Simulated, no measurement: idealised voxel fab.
A process module follows: voxel tone inversion.
For reference, the cross-section in this document is cut, with width 290 nm and square cells of 5 nm.
Just so we're on the same page, the cross-sections are grids of square cells, and they're listed out in bands top to bottom, each band one or more rows deep.
For a band, the entry starts with two heights in nm, that of the top and then that of the bottom, and carries on with the band's materials in order from left to right, each alongside its width in nm; the word "throughout" beside a single material means it fills the band edge to edge, and "air" means empty space.
The level at which height equals 0 is the one under which the wafer, as it arrives, is entirely one material. No lower edge exists for the bottom band, which continues downward and is notated as in "0 down".
The two numbers in a width such as "30..40" mark its ends across the band: the first belongs to the top row of cells, the second to the bottom row, and from each row to the next the width moves by the same amount.
"no alterations made" for a step: no cell of the cross-section changed in that step.
"Sealed internal cavities": sealed empty spaces, 8 cells or more, no open way to top, listed width x height at distance, with distance from the left edge and width, height and distance in nm.
after a step's settings: what the simulator itself notes on the step
"overlay nm", when on a step's line for a step with a mask, measures how far to the right of its planned place the mask lay; a negative measure means to the left.
Set out below are the planned steps of the process
1 op RECEIVE | material Si
2 op CONFORMAL_DEP | material SiCN | thk nm 10
3 op DIRECTIONAL_DEP | material aC | thk nm 25
4 op PATTERN | tone cover | mask id POSTS | material resist | width nm 20 | pitch nm 35 | thk nm 30 | overlay nm 0
5 op DIRECTIONAL_ETCH | etch materials aC | depth nm 25
6 op STRIP | etch materials resist
7 op FILL_DEP | material SiO2 | thk nm 10
8 op CMP | height nm 35
9 op STRIP | etch materials aC
10 op CONFORMAL_DEP | material TiN | thk nm 5
11 op FILL_DEP | material Cu | thk nm 5
12 op CMP | height nm 35
13 op CONFORMAL_DEP | material SiN | thk nm 5
Account of the first of two wafers, which was processed as intended
Wafer at receipt (post step 1), cross-section
    0 down | Si throughout
    Sealed internal cavities: none
Wafer after step 2 (cross-section)
    10 to 0 | SiCN throughout
    Note: structure below 0 unchanged.
Wafer after step 3 (cross-section)
    35 to 10 | aC throughout
    Note: structure below 10 unchanged.
Wafer after step 4 (cross-section)
    65 to 35 | air: 100; resist: 20; air: 15; resist: 20; air: 15; resist: 20; air: 100
    Note: structure below 35 unchanged.
Wafer after step 5 (cross-section)
    40 to 35 | air: 100; resist: 20; air: 15; resist: 20; air: 15; resist: 20; air: 100
    35 to 10 | air: 100; aC: 20; air: 15; aC: 20; air: 15; aC: 20; air: 100
    Note: structure below 10 unchanged.
Wafer after step 6 (cross-section)
    35 to 10 | air: 100; aC: 20; air: 15; aC: 20; air: 15; aC: 20; air: 100
    Note: structure below 10 unchanged.
Wafer after step 7 (cross-section)
    45 to 35 | SiO2 throughout
    35 to 10 | SiO2: 100; aC: 20; SiO2: 15; aC: 20; SiO2: 15; aC: 20; SiO2: 100
    Note: structure below 10 unchanged.
Wafer after step 8 (cross-section)
    35 to 10 | SiO2: 100; aC: 20; SiO2: 15; aC: 20; SiO2: 15; aC: 20; SiO2: 100
    Note: structure below 10 unchanged.
Wafer after step 9 (cross-section)
    35 to 10 | SiO2: 100; air: 20; SiO2: 15; air: 20; SiO2: 15; air: 20; SiO2: 100
    Note: structure below 10 unchanged.
Wafer after step 10 (cross-section)
    40 to 35 | TiN: 105; air: 10; TiN: 25; air: 10; TiN: 25; air: 10; TiN: 105
    35 to 15 | SiO2: 100; TiN: 5; air: 10; TiN: 5; SiO2: 15; TiN: 5; air: 10; TiN: 5; SiO2: 15; TiN: 5; air: 10; TiN: 5; SiO2: 100
    15 to 10 | SiO2: 100; TiN: 20; SiO2: 15; TiN: 20; SiO2: 15; TiN: 20; SiO2: 100
    Note: structure below 10 unchanged.
Wafer after step 11 (cross-section)
    45 to 40 | Cu throughout
    40 to 35 | TiN: 105; Cu: 10; TiN: 25; Cu: 10; TiN: 25; Cu: 10; TiN: 105
    35 to 15 | SiO2: 100; TiN: 5; Cu: 10; TiN: 5; SiO2: 15; TiN: 5; Cu: 10; TiN: 5; SiO2: 15; TiN: 5; Cu: 10; TiN: 5; SiO2: 100
    Note: structure below 15 unchanged.
Wafer after step 12 (cross-section)
    35 to 15 | SiO2: 100; TiN: 5; Cu: 10; TiN: 5; SiO2: 15; TiN: 5; Cu: 10; TiN: 5; SiO2: 15; TiN: 5; Cu: 10; TiN: 5; SiO2: 100
    Note: structure below 15 unchanged.
Wafer after step 13 (cross-section)
    40 to 35 | SiN throughout
    Note: structure below 35 unchanged.
Second wafer: same start and same plan as the first, one execution error; identical to the first through step 10
Cross-section of the second wafer at the time by which step 11 should have been completed according to the plan
    45 to 40 | SiO2 throughout
    40 to 35 | TiN: 105; SiO2: 10; TiN: 25; SiO2: 10; TiN: 25; SiO2: 10; TiN: 105
    35 to 15 | SiO2: 100; TiN: 5; SiO2: 10; TiN: 5; SiO2: 15; TiN: 5; SiO2: 10; TiN: 5; SiO2: 15; TiN: 5; SiO2: 10; TiN: 5; SiO2: 100
    Note: structure below 15 unchanged.
Cross-section of the second wafer at the time by which step 12 should have been completed according to the plan
    35 to 15 | SiO2: 100; TiN: 5; SiO2: 10; TiN: 5; SiO2: 15; TiN: 5; SiO2: 10; TiN: 5; SiO2: 15; TiN: 5; SiO2: 10; TiN: 5; SiO2: 100
    Note: structure below 15 unchanged.
Cross-section of the second wafer at the time by which step 13 should have been completed according to the plan
    40 to 35 | SiN throughout
    Note: structure below 35 unchanged.
The plan and the run diverged here: step 11 was processed under conditions differing from the plan, specifically as op FILL_DEP | material SiO2 | thk nm 5
Upon completion, the second wafer contains, in terms of cells, a greater or smaller amount of certain materials than the first wafer: -24 Cu, +24 SiO2
